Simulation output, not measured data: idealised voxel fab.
Process module heading - voxel self aligned contacts
220 nm wide, 5 nm square cells: that's cross-section cut.
This document writes a cross-section as a grid whose cells are square, and gives it as bands, listed from the top down; one or more rows of cells form a band.
The band entry comprises the height of the band's top followed by the height of its bottom, expressed in nm, and subsequently the band's materials from left to right, each stated together with its width in nm. Where a single material is marked with the word "full width", that material fills the band from edge to edge. The word "empty" represents empty space.
Note: height 0 marks the level under which the wafer is uniformly one material as received. Lowest band unbounded below, written "0 and below".
It should be noted that a width expressed as "30 to 40" varies in equal increments from row to row of cells within the band, taking the value of the first number at the top row and that of the second number at the bottom row.
For the purposes of this document, the phrase "identical to before" attached to a step denotes that no cell within the cross-section was modified by that step.
So "Voids, fully enclosed" is basically the list of trapped voids: any empty space of 8 cells or more that can't reach the top through an opening. They're written width x height at distance, the distance being from the left edge, and it's all nm.
It should be noted that, on the line of a given step, the content following the step's settings is a remark produced by the simulator itself with respect to that step.
overlay nm: how far to the right of its planned place the mask lay on this masked step (negative: to the left).

## So here's the lineup of process steps we planned
| 1 | RECEIVE,material Si |
| 2 | CONFORMAL_DEP,material SiO2,thk nm 5 |
| 3 | DIRECTIONAL_DEP,material polySi,thk nm 20 |
| 4 | DIRECTIONAL_DEP,material SiN,thk nm 15 |
| 5 | DIRECTIONAL_DEP,material aC,thk nm 15 |
| 6 | PATTERN,tone cover,mask id GATE,material resist,width nm 30,pitch nm 65,thk nm 35,overlay nm 0 |
| 7 | DIRECTIONAL_ETCH,etch materials aC,depth nm 15 |
| 8 | STRIP,etch materials resist |
| 9 | DIRECTIONAL_ETCH,etch materials SiN,depth nm 15 |
| 10 | DIRECTIONAL_ETCH,etch materials polySi,depth nm 20 |
| 11 | STRIP,etch materials aC |
| 12 | CONFORMAL_DEP,material SiN,thk nm 5 |
| 13 | DIRECTIONAL_ETCH,etch materials SiN,depth nm 5 |
| 14 | FILL_DEP,material SiO2,thk nm 15 |
| 15 | CMP,height nm 45 |
| 16 | MASKED_ETCH,tone open,mask id CONTACT,width nm 45,etch materials SiO2,depth nm 45,overlay nm 0 |
| 17 | CONFORMAL_DEP,material TiN,thk nm 5 |
| 18 | FILL_DEP,material Ru,thk nm 10 |
| 19 | CMP,height nm 45 |
| 20 | CONFORMAL_DEP,material SiCN,thk nm 5 |

## The following pertains to the first of two wafers, which was processed as planned

## The cross-section here shows the wafer as received, i.e. in its state after step 1
    0 and below  Si full width
    Voids, fully enclosed: none

## Wafer section view after processing step 2
    5 down to 0  SiO2 full width
    At heights below 0, the structure remains unaltered.

## Wafer section view after processing step 3
    25 down to 5  polySi full width
    At heights below 5, the structure remains unaltered.

## Wafer section view after processing step 4
    40 down to 25  SiN full width
    At heights below 25, the structure remains unaltered.

## Wafer section view after processing step 5
    55 down to 40  aC full width
    At heights below 40, the structure remains unaltered.

## Wafer section view after processing step 6
    90 down to 55  60 of empty  30 of resist  35 of empty  30 of resist  65 of empty
    At heights below 55, the structure remains unaltered.

## Wafer section view after processing step 7
    75 down to 55  60 of empty  30 of resist  35 of empty  30 of resist  65 of empty
    55 down to 40  60 of empty  30 of aC  35 of empty  30 of aC  65 of empty
    At heights below 40, the structure remains unaltered.

## Wafer section view after processing step 8
    55 down to 40  60 of empty  30 of aC  35 of empty  30 of aC  65 of empty
    At heights below 40, the structure remains unaltered.

## Wafer section view after processing step 9
    55 down to 40  60 of empty  30 of aC  35 of empty  30 of aC  65 of empty
    40 down to 25  60 of empty  30 of SiN  35 of empty  30 of SiN  65 of empty
    At heights below 25, the structure remains unaltered.

## Wafer section view after processing step 10
    55 down to 40  60 of empty  30 of aC  35 of empty  30 of aC  65 of empty
    40 down to 25  60 of empty  30 of SiN  35 of empty  30 of SiN  65 of empty
    25 down to 5  60 of empty  30 of polySi  35 of empty  30 of polySi  65 of empty
    At heights below 5, the structure remains unaltered.

## Wafer section view after processing step 11
    40 down to 25  60 of empty  30 of SiN  35 of empty  30 of SiN  65 of empty
    At heights below 25, the structure remains unaltered.

## Wafer section view after processing step 12
    45 down to 25  55 of empty  40 of SiN  25 of empty  40 of SiN  60 of empty
    25 down to 10  55 of empty  5 of SiN  30 of polySi  5 of SiN  25 of empty  5 of SiN  30 of polySi  5 of SiN  60 of empty
    10 down to 5  60 of SiN  30 of polySi  35 of SiN  30 of polySi  65 of SiN
    At heights below 5, the structure remains unaltered.

## Wafer section view after processing step 13
    40 down to 25  55 of empty  40 of SiN  25 of empty  40 of SiN  60 of empty
    25 down to 5  55 of empty  5 of SiN  30 of polySi  5 of SiN  25 of empty  5 of SiN  30 of polySi  5 of SiN  60 of empty
    At heights below 5, the structure remains unaltered.

## Wafer section view after processing step 14
    55 down to 40  SiO2 full width
    40 down to 25  55 of SiO2  40 of SiN  25 of SiO2  40 of SiN  60 of SiO2
    25 down to 5  55 of SiO2  5 of SiN  30 of polySi  5 of SiN  25 of SiO2  5 of SiN  30 of polySi  5 of SiN  60 of SiO2
    At heights below 5, the structure remains unaltered.

## Wafer section view after processing step 15
    45 down to 40  SiO2 full width
    At heights below 40, the structure remains unaltered.

## Wafer section view after processing step 16
    45 down to 40  85 of SiO2  45 of empty  90 of SiO2
    40 down to 25  55 of SiO2  40 of SiN  25 of empty  40 of SiN  60 of SiO2
    25 down to 5  55 of SiO2  5 of SiN  30 of polySi  5 of SiN  25 of empty  5 of SiN  30 of polySi  5 of SiN  60 of SiO2
    5 down to 0  95 of SiO2  25 of empty  100 of SiO2
    At heights below 0, the structure remains unaltered.

## Wafer section view after processing step 17
    50 down to 45  90 of TiN  35 of empty  95 of TiN
    45 down to 40  85 of SiO2  15 of TiN  15 of empty  15 of TiN  90 of SiO2
    40 down to 25  55 of SiO2  40 of SiN  5 of TiN  15 of empty  5 of TiN  40 of SiN  60 of SiO2
    25 down to 5  55 of SiO2  5 of SiN  30 of polySi  5 of SiN  5 of TiN  15 of empty  5 of TiN  5 of SiN  30 of polySi  5 of SiN  60 of SiO2
    5 down to 0  95 of SiO2  25 of TiN  100 of SiO2
    At heights below 0, the structure remains unaltered.

## Wafer section view after processing step 18
    60 down to 50  Ru full width
    50 down to 45  90 of TiN  35 of Ru  95 of TiN
    45 down to 40  85 of SiO2  15 of TiN  15 of Ru  15 of TiN  90 of SiO2
    40 down to 25  55 of SiO2  40 of SiN  5 of TiN  15 of Ru  5 of TiN  40 of SiN  60 of SiO2
    25 down to 5  55 of SiO2  5 of SiN  30 of polySi  5 of SiN  5 of TiN  15 of Ru  5 of TiN  5 of SiN  30 of polySi  5 of SiN  60 of SiO2
    At heights below 5, the structure remains unaltered.

## Wafer section view after processing step 19
    45 down to 40  85 of SiO2  15 of TiN  15 of Ru  15 of TiN  90 of SiO2
    At heights below 40, the structure remains unaltered.

## Wafer section view after processing step 20
    50 down to 45  SiCN full width
    At heights below 45, the structure remains unaltered.

## Second wafer, same starting conditions and recipe as the first, one mistake in executing it, nothing differs from the first up to and including step 2

## Cross-sectional representation of the second wafer at the time designated in the plan for the completion of step 3
    45 down to 5  polySi full width
    At heights below 5, the structure remains unaltered.

## Cross-sectional representation of the second wafer at the time designated in the plan for the completion of step 4
    60 down to 45  SiN full width
    At heights below 45, the structure remains unaltered.

## Cross-sectional representation of the second wafer at the time designated in the plan for the completion of step 5
    75 down to 60  aC full width
    At heights below 60, the structure remains unaltered.

## Cross-sectional representation of the second wafer at the time designated in the plan for the completion of step 6
    110 down to 75  60 of empty  30 of resist  35 of empty  30 of resist  65 of empty
    At heights below 75, the structure remains unaltered.

## Cross-sectional representation of the second wafer at the time designated in the plan for the completion of step 7
    95 down to 75  60 of empty  30 of resist  35 of empty  30 of resist  65 of empty
    75 down to 60  60 of empty  30 of aC  35 of empty  30 of aC  65 of empty
    At heights below 60, the structure remains unaltered.

## Cross-sectional representation of the second wafer at the time designated in the plan for the completion of step 8
    75 down to 60  60 of empty  30 of aC  35 of empty  30 of aC  65 of empty
    At heights below 60, the structure remains unaltered.

## Cross-sectional representation of the second wafer at the time designated in the plan for the completion of step 9
    75 down to 60  60 of empty  30 of aC  35 of empty  30 of aC  65 of empty
    60 down to 45  60 of empty  30 of SiN  35 of empty  30 of SiN  65 of empty
    At heights below 45, the structure remains unaltered.

## Cross-sectional representation of the second wafer at the time designated in the plan for the completion of step 10
    75 down to 60  60 of empty  30 of aC  35 of empty  30 of aC  65 of empty
    60 down to 45  60 of empty  30 of SiN  35 of empty  30 of SiN  65 of empty
    45 down to 25  60 of empty  30 of polySi  35 of empty  30 of polySi  65 of empty
    At heights below 25, the structure remains unaltered.

## Cross-sectional representation of the second wafer at the time designated in the plan for the completion of step 11
    60 down to 45  60 of empty  30 of SiN  35 of empty  30 of SiN  65 of empty
    At heights below 45, the structure remains unaltered.

## Cross-sectional representation of the second wafer at the time designated in the plan for the completion of step 12
    65 down to 45  55 of empty  40 of SiN  25 of empty  40 of SiN  60 of empty
    45 down to 30  55 of empty  5 of SiN  30 of polySi  5 of SiN  25 of empty  5 of SiN  30 of polySi  5 of SiN  60 of empty
    30 down to 25  60 of SiN  30 of polySi  35 of SiN  30 of polySi  65 of SiN
    At heights below 25, the structure remains unaltered.

## Cross-sectional representation of the second wafer at the time designated in the plan for the completion of step 13
    60 down to 45  55 of empty  40 of SiN  25 of empty  40 of SiN  60 of empty
    45 down to 25  55 of empty  5 of SiN  30 of polySi  5 of SiN  25 of empty  5 of SiN  30 of polySi  5 of SiN  60 of empty
    At heights below 25, the structure remains unaltered.

## Cross-sectional representation of the second wafer at the time designated in the plan for the completion of step 14
    75 down to 60  SiO2 full width
    60 down to 45  55 of SiO2  40 of SiN  25 of SiO2  40 of SiN  60 of SiO2
    45 down to 25  55 of SiO2  5 of SiN  30 of polySi  5 of SiN  25 of SiO2  5 of SiN  30 of polySi  5 of SiN  60 of SiO2
    At heights below 25, the structure remains unaltered.

## Cross-sectional representation of the second wafer at the time designated in the plan for the completion of step 15
    45 down to 25  55 of SiO2  5 of SiN  30 of polySi  5 of SiN  25 of SiO2  5 of SiN  30 of polySi  5 of SiN  60 of SiO2
    At heights below 25, the structure remains unaltered.

## Cross-sectional representation of the second wafer at the time designated in the plan for the completion of step 16
    45 down to 25  55 of SiO2  5 of SiN  30 of polySi  5 of SiN  25 of empty  5 of SiN  30 of polySi  5 of SiN  60 of SiO2
    At heights below 25, the structure remains unaltered.

## Cross-sectional representation of the second wafer at the time designated in the plan for the completion of step 17
    50 down to 45  100 of TiN  15 of empty  105 of TiN
    45 down to 30  55 of SiO2  5 of SiN  30 of polySi  5 of SiN  5 of TiN  15 of empty  5 of TiN  5 of SiN  30 of polySi  5 of SiN  60 of SiO2
    30 down to 25  55 of SiO2  5 of SiN  30 of polySi  5 of SiN  25 of TiN  5 of SiN  30 of polySi  5 of SiN  60 of SiO2
    At heights below 25, the structure remains unaltered.

## Cross-sectional representation of the second wafer at the time designated in the plan for the completion of step 18
    60 down to 50  Ru full width
    50 down to 45  100 of TiN  15 of Ru  105 of TiN
    45 down to 30  55 of SiO2  5 of SiN  30 of polySi  5 of SiN  5 of TiN  15 of Ru  5 of TiN  5 of SiN  30 of polySi  5 of SiN  60 of SiO2
    At heights below 30, the structure remains unaltered.

## Cross-sectional representation of the second wafer at the time designated in the plan for the completion of step 19
    45 down to 30  55 of SiO2  5 of SiN  30 of polySi  5 of SiN  5 of TiN  15 of Ru  5 of TiN  5 of SiN  30 of polySi  5 of SiN  60 of SiO2
    At heights below 30, the structure remains unaltered.

## Cross-sectional representation of the second wafer at the time designated in the plan for the completion of step 20
    50 down to 45  SiCN full width
    At heights below 45, the structure remains unaltered.
Diagnosis: in the plan, step 3 was performed twice
at the end the second wafer has, in cells: Ru -15 | SiN -48 | SiO2 -99 | TiN -14 | polySi +176
